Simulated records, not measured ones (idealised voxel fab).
process module | voxel self aligned contacts
cross-section cut | 270 nm wide | cells 5 nm
A cross-section is a grid of square cells, given in bands from the top down. A band is one or more rows of cells.
Each band's line starts with the height of the band's top and of its bottom, in nm. Then come its materials from left to right, each with its width in nm. One material with "throughout" fills the band from edge to edge. "air" is empty space.
Height 0 is the level under which the wafer as received is all one material. The lowest band goes on downwards, as in "0 down".
A width such as "30 to 40" changes by the same amount from each row of cells to the next, from the band's top row to its bottom row.
"no change" after a step means that no cell of the cross-section changed.
closed voids: empty space of 8 cells or more with no open way to the top, each as width x height at its distance from the left edge, in nm
after a step's settings: what the simulator itself notes on the step
overlay nm, on a step with a mask: how far to the right of its planned place the mask lay; to the left if negative
plan
1 op RECEIVE | material Si
2 op CONFORMAL_DEP | material SiO2 | thk nm 5
3 op DIRECTIONAL_DEP | material polySi | thk nm 20
4 op DIRECTIONAL_DEP | material SiN | thk nm 20
5 op DIRECTIONAL_DEP | material aC | thk nm 15
6 op PATTERN | tone cover | mask id GATE | material resist | width nm 25 | pitch nm 65 | thk nm 30 | overlay nm 0
7 op DIRECTIONAL_ETCH | etch materials aC | depth nm 15
8 op STRIP | etch materials resist
9 op DIRECTIONAL_ETCH | etch materials SiN | depth nm 20
10 op DIRECTIONAL_ETCH | etch materials polySi | depth nm 20
11 op STRIP | etch materials aC
12 op CONFORMAL_DEP | material SiN | thk nm 10
13 op DIRECTIONAL_ETCH | etch materials SiN | depth nm 10
14 op FILL_DEP | material SiO2 | thk nm 15
15 op CMP | height nm 55
16 op MASKED_ETCH | tone open | mask id CONTACT | width nm 50 | pitch nm 65 | etch materials SiO2 | depth nm 55 | overlay nm 0
17 op CONFORMAL_DEP | material TiN | thk nm 5
18 op FILL_DEP | material W | thk nm 5
19 op CMP | height nm 55
20 op CONFORMAL_DEP | material SiCN | thk nm 5
first wafer, as planned
as received, after step 1
  0 down: Si throughout
  closed voids: none
after step 2
  5 to 0: SiO2 throughout
  below 0: unchanged
after step 3
  25 to 5: polySi throughout
  below 5: unchanged
after step 4
  45 to 25: SiN throughout
  below 25: unchanged
after step 5
  60 to 45: aC throughout
  below 45: unchanged
after step 6
  90 to 60: air 55 | resist 25 | air 40 | resist 25 | air 40 | resist 25 | air 60
  below 60: unchanged
after step 7
  75 to 60: air 55 | resist 25 | air 40 | resist 25 | air 40 | resist 25 | air 60
  60 to 45: air 55 | aC 25 | air 40 | aC 25 | air 40 | aC 25 | air 60
  below 45: unchanged
after step 8
  60 to 45: air 55 | aC 25 | air 40 | aC 25 | air 40 | aC 25 | air 60
  below 45: unchanged
after step 9
  60 to 45: air 55 | aC 25 | air 40 | aC 25 | air 40 | aC 25 | air 60
  45 to 25: air 55 | SiN 25 | air 40 | SiN 25 | air 40 | SiN 25 | air 60
  below 25: unchanged
after step 10
  60 to 45: air 55 | aC 25 | air 40 | aC 25 | air 40 | aC 25 | air 60
  45 to 25: air 55 | SiN 25 | air 40 | SiN 25 | air 40 | SiN 25 | air 60
  25 to 5: air 55 | polySi 25 | air 40 | polySi 25 | air 40 | polySi 25 | air 60
  below 5: unchanged
after step 11
  45 to 25: air 55 | SiN 25 | air 40 | SiN 25 | air 40 | SiN 25 | air 60
  below 25: unchanged
after step 12
  55 to 25: air 45 | SiN 45 | air 20 | SiN 45 | air 20 | SiN 45 | air 50
  25 to 15: air 45 | SiN 10 | polySi 25 | SiN 10 | air 20 | SiN 10 | polySi 25 | SiN 10 | air 20 | SiN 10 | polySi 25 | SiN 10 | air 50
  15 to 5: SiN 55 | polySi 25 | SiN 40 | polySi 25 | SiN 40 | polySi 25 | SiN 60
  below 5: unchanged
after step 13
  45 to 25: air 45 | SiN 45 | air 20 | SiN 45 | air 20 | SiN 45 | air 50
  25 to 5: air 45 | SiN 10 | polySi 25 | SiN 10 | air 20 | SiN 10 | polySi 25 | SiN 10 | air 20 | SiN 10 | polySi 25 | SiN 10 | air 50
  below 5: unchanged
after step 14
  60 to 45: SiO2 throughout
  45 to 25: SiO2 45 | SiN 45 | SiO2 20 | SiN 45 | SiO2 20 | SiN 45 | SiO2 50
  25 to 5: SiO2 45 | SiN 10 | polySi 25 | SiN 10 | SiO2 20 | SiN 10 | polySi 25 | SiN 10 | SiO2 20 | SiN 10 | polySi 25 | SiN 10 | SiO2 50
  below 5: unchanged
after step 15
  55 to 45: SiO2 throughout
  below 45: unchanged
after step 16
  55 to 45: SiO2 75 | air 50 | SiO2 15 | air 50 | SiO2 80
  45 to 25: SiO2 45 | SiN 45 | air 20 | SiN 45 | air 20 | SiN 45 | SiO2 50
  25 to 5: SiO2 45 | SiN 10 | polySi 25 | SiN 10 | air 20 | SiN 10 | polySi 25 | SiN 10 | air 20 | SiN 10 | polySi 25 | SiN 10 | SiO2 50
  5 to 0: SiO2 90 | air 20 | SiO2 45 | air 20 | SiO2 95
  below 0: unchanged
after step 17
  60 to 55: TiN 80 | air 40 | TiN 25 | air 40 | TiN 85
  55 to 45: SiO2 75 | TiN 5 to 20 | air 40 to 10 | TiN 5 to 20 | SiO2 15 | TiN 5 to 20 | air 40 to 10 | TiN 5 to 20 | SiO2 80
  45 to 25: SiO2 45 | SiN 45 | TiN 5 | air 10 | TiN 5 | SiN 45 | TiN 5 | air 10 | TiN 5 | SiN 45 | SiO2 50
  25 to 5: SiO2 45 | SiN 10 | polySi 25 | SiN 10 | TiN 5 | air 10 | TiN 5 | SiN 10 | polySi 25 | SiN 10 | TiN 5 | air 10 | TiN 5 | SiN 10 | polySi 25 | SiN 10 | SiO2 50
  5 to 0: SiO2 90 | TiN 20 | SiO2 45 | TiN 20 | SiO2 95
  below 0: unchanged
after step 18
  65 to 60: W throughout
  60 to 55: TiN 80 | W 40 | TiN 25 | W 40 | TiN 85
  55 to 45: SiO2 75 | TiN 5 to 20 | W 40 to 10 | TiN 5 to 20 | SiO2 15 | TiN 5 to 20 | W 40 to 10 | TiN 5 to 20 | SiO2 80
  45 to 25: SiO2 45 | SiN 45 | TiN 5 | W 10 | TiN 5 | SiN 45 | TiN 5 | W 10 | TiN 5 | SiN 45 | SiO2 50
  25 to 5: SiO2 45 | SiN 10 | polySi 25 | SiN 10 | TiN 5 | W 10 | TiN 5 | SiN 10 | polySi 25 | SiN 10 | TiN 5 | W 10 | TiN 5 | SiN 10 | polySi 25 | SiN 10 | SiO2 50
  below 5: unchanged
after step 19
  55 to 45: SiO2 75 | TiN 5 to 20 | W 40 to 10 | TiN 5 to 20 | SiO2 15 | TiN 5 to 20 | W 40 to 10 | TiN 5 to 20 | SiO2 80
  below 45: unchanged
after step 20
  60 to 55: SiCN throughout
  below 55: unchanged
second wafer: like start, like plan, one mistake. Through step 3 it matches the first wafer
when step 4 should have ended
  45 to 25: W throughout
  below 25: unchanged
when step 5 should have ended
  60 to 45: aC throughout
  below 45: unchanged
when step 6 should have ended
  90 to 60: air 55 | resist 25 | air 40 | resist 25 | air 40 | resist 25 | air 60
  below 60: unchanged
when step 7 should have ended
  75 to 60: air 55 | resist 25 | air 40 | resist 25 | air 40 | resist 25 | air 60
  60 to 45: air 55 | aC 25 | air 40 | aC 25 | air 40 | aC 25 | air 60
  below 45: unchanged
when step 8 should have ended
  60 to 45: air 55 | aC 25 | air 40 | aC 25 | air 40 | aC 25 | air 60
  below 45: unchanged
when step 9 should have ended: no change
when step 10 should have ended: no change
when step 11 should have ended
  45 to 25: W throughout
  below 25: unchanged
when step 12 should have ended
  55 to 45: SiN throughout
  below 45: unchanged
when step 13 should have ended
  45 to 25: W throughout
  below 25: unchanged
when step 14 should have ended
  60 to 45: SiO2 throughout
  below 45: unchanged
when step 15 should have ended
  55 to 45: SiO2 throughout
  below 45: unchanged
when step 16 should have ended
  55 to 45: SiO2 75 | air 50 | SiO2 15 | air 50 | SiO2 80
  below 45: unchanged
when step 17 should have ended
  60 to 55: TiN 80 | air 40 | TiN 25 | air 40 | TiN 85
  55 to 50: SiO2 75 | TiN 5 | air 40 | TiN 5 | SiO2 15 | TiN 5 | air 40 | TiN 5 | SiO2 80
  50 to 45: SiO2 75 | TiN 50 | SiO2 15 | TiN 50 | SiO2 80
  below 45: unchanged
when step 18 should have ended
  65 to 60: W throughout
  60 to 55: TiN 80 | W 40 | TiN 25 | W 40 | TiN 85
  55 to 50: SiO2 75 | TiN 5 | W 40 | TiN 5 | SiO2 15 | TiN 5 | W 40 | TiN 5 | SiO2 80
  below 50: unchanged
when step 19 should have ended
  55 to 50: SiO2 75 | TiN 5 | W 40 | TiN 5 | SiO2 15 | TiN 5 | W 40 | TiN 5 | SiO2 80
  below 50: unchanged
when step 20 should have ended
  60 to 55: SiCN throughout
  below 55: unchanged
what went wrong: step 4 ran as: op DIRECTIONAL_DEP | material W | thk nm 20
at the end the second wafer has, in cells: 156 fewer of SiN | 144 fewer of SiO2 | 36 fewer of TiN | 180 more of W | 156 more of polySi
